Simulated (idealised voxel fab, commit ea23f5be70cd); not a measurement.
process module | voxel self aligned vias
cross-section cut | 225 nm wide | cells 5 nm
A cross-section is a grid of square cells, given in bands from the top down. A band is one or more rows of cells.
Each band's line starts with the height of the band's top and of its bottom, in nm. Then come its materials from left to right, each with its width in nm. One material with "throughout" fills the band from edge to edge. "air" is empty space.
Height 0 is the level under which the wafer as received is all one material. The lowest band goes on downwards, as in "0 down".
A width such as "30 to 40" changes by the same amount from each row of cells to the next, from the band's top row to its bottom row.
"no change" after a step means that no cell of the cross-section changed.
closed voids: empty space of 8 cells or more with no open way to the top, each as width x height at its distance from the left edge, in nm
after a step's settings: what the simulator itself notes on the step
overlay nm, on a step with a mask: how far to the right of its planned place the mask lay; to the left if negative
plan
1 op RECEIVE | material Si
2 op CONFORMAL_DEP | material SiO2 | thk nm 15
3 op CONFORMAL_DEP | material SiCN | thk nm 5
4 op DIRECTIONAL_DEP | material SiO2 | thk nm 20
5 op DIRECTIONAL_DEP | material aC | thk nm 10
6 op PATTERN | tone open | mask id LINES | material resist | width nm 20 | pitch nm 45 | thk nm 30 | overlay nm 0
7 op DIRECTIONAL_ETCH | etch materials aC | depth nm 10
8 op STRIP | etch materials resist
9 op DIRECTIONAL_ETCH | etch materials SiO2 | depth nm 20
10 op STRIP | etch materials aC
11 op CONFORMAL_DEP | material TiN | thk nm 5
12 op FILL_DEP | material Ru | thk nm 5
13 op CMP | height nm 40
14 op SELECTIVE_ETCH | etch materials W Ru TiN | depth nm 10
15 op FILL_DEP | material SiN | thk nm 10
16 op CMP | height nm 40
17 op DIRECTIONAL_DEP | material SiO2 | thk nm 20
18 op MASKED_ETCH | tone open | mask id VIAS | width nm 30 | pitch nm 90 | etch materials SiO2 | depth nm 20 | overlay nm 0
19 op MASKED_ETCH | tone open | mask id VIAS | width nm 30 | pitch nm 90 | etch materials SiN | depth nm 10 | overlay nm 0
20 op CONFORMAL_DEP | material TiN | thk nm 5
21 op FILL_DEP | material W | thk nm 10
22 op CMP | height nm 60
23 op CONFORMAL_DEP | material SiCN | thk nm 5
as received, after step 1
  0 down: Si throughout
  closed voids: none
a wafer at the end: this start, this plan, one mistake
  65 to 60: SiCN throughout
  60 to 40: SiO2 50 | TiN 5 | W 20 | TiN 5 | SiO2 60 | TiN 5 | W 20 | TiN 5 | SiO2 55
  40 to 35: SiN 50 | TiN 10 | W 10 | TiN 10 | SiN 60 | TiN 10 | W 10 | TiN 10 | SiN 55
  35 to 30: SiO2 55 | TiN 20 | SiO2 25 | SiN 20 | SiO2 25 | TiN 20 | SiO2 60
  30 to 20: SiO2 55 | TiN 5 | Ru 10 | TiN 5 | SiO2 25 | TiN 5 | Ru 10 | TiN 5 | SiO2 25 | TiN 5 | Ru 10 | TiN 5 | SiO2 60
  20 to 15: SiO2 55 | TiN 20 | SiO2 25 | TiN 20 | SiO2 25 | TiN 20 | SiO2 60
  15 to 0: SiO2 throughout
  0 down: Si throughout
  closed voids: none
what went wrong: step 3 was left out
